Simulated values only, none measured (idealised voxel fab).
The process module that follows is named voxel fin reveal.
Square cells of 5 nm make up the cross-section cut, whose width is 265 nm.
When this document writes out a cross-section, it uses a grid of square cells and lists it as bands, beginning at the top and moving down, with a band standing for one or more rows of cells.
Band: top and bottom heights (nm) first, top before bottom; then materials from left to right, widths in nm. "full width" marks a sole material filling the band edge to edge. "blank" denotes empty space.
Zero point of the height axis is 0; under it, received wafer = one material. Lowest band: continues down indefinitely, "0 down".
Width spec "30..40" -> top row of cells at first value, bottom row at second value, equal per-row change in between.
"remained unchanged" -> step changed no cross-section cell.
"Sealed-off cavities": sealed empty spaces, 8 cells or more, no open way to top, listed width x height at distance, with distance from the left edge and width, height and distance in nm.
On each step's line, the part that comes after the settings is the simulator's own comment on the step.
overlay nm, on a step with a mask: how far to the right of its planned place the mask lay; to the left if negative

# Process steps (planned)
1) op RECEIVE | material Si
2) op CONFORMAL_DEP | material SiN | thk nm 10
3) op DIRECTIONAL_DEP | material aC | thk nm 15
4) op PATTERN | tone cover | mask id FINS | material resist | width nm 15 | pitch nm 40 | thk nm 35 | overlay nm 0
5) op DIRECTIONAL_ETCH | etch materials aC | depth nm 15
6) op STRIP | etch materials resist
7) op DIRECTIONAL_ETCH | etch materials SiN | depth nm 10
8) op DIRECTIONAL_ETCH | etch materials Si | depth nm 30
9) op STRIP | etch materials aC
10) op OXIDIZE | depth nm 5
11) op FILL_DEP | material SiO2 | thk nm 10
12) op CMP | height nm 10
13) op SELECTIVE_ETCH | etch materials SiO2 | depth nm 30
14) op STRIP | etch materials SiN
15) op CONFORMAL_DEP | material SiO2 | thk nm 5

# Wafer at receipt (post step 1), cross-section
0 down = Si full width
Sealed-off cavities: none

# Wafer at module end, in section. Began as above, planned as above, run with one mistake
5 to 0 = blank 85 nm | SiO2 20 nm | blank 20 nm | SiO2 20 nm | blank 20 nm | SiO2 20 nm | blank 80 nm
0 to -15 = blank 85 nm | SiO2 5 nm | Si 10 nm | SiO2 5 nm | blank 20 nm | SiO2 5 nm | Si 10 nm | SiO2 5 nm | blank 20 nm | SiO2 5 nm | Si 10 nm | SiO2 5 nm | blank 80 nm
-15 to -35 = SiO2 90 nm | Si 10 nm | SiO2 30 nm | Si 10 nm | SiO2 30 nm | Si 10 nm | SiO2 85 nm
-35 down = Si full width
Sealed-off cavities: none
Misprocessing identified: step 4 ran as: op PATTERN | tone cover | mask id FINS | material resist | width nm 20 | pitch nm 40 | thk nm 35 | overlay nm 0
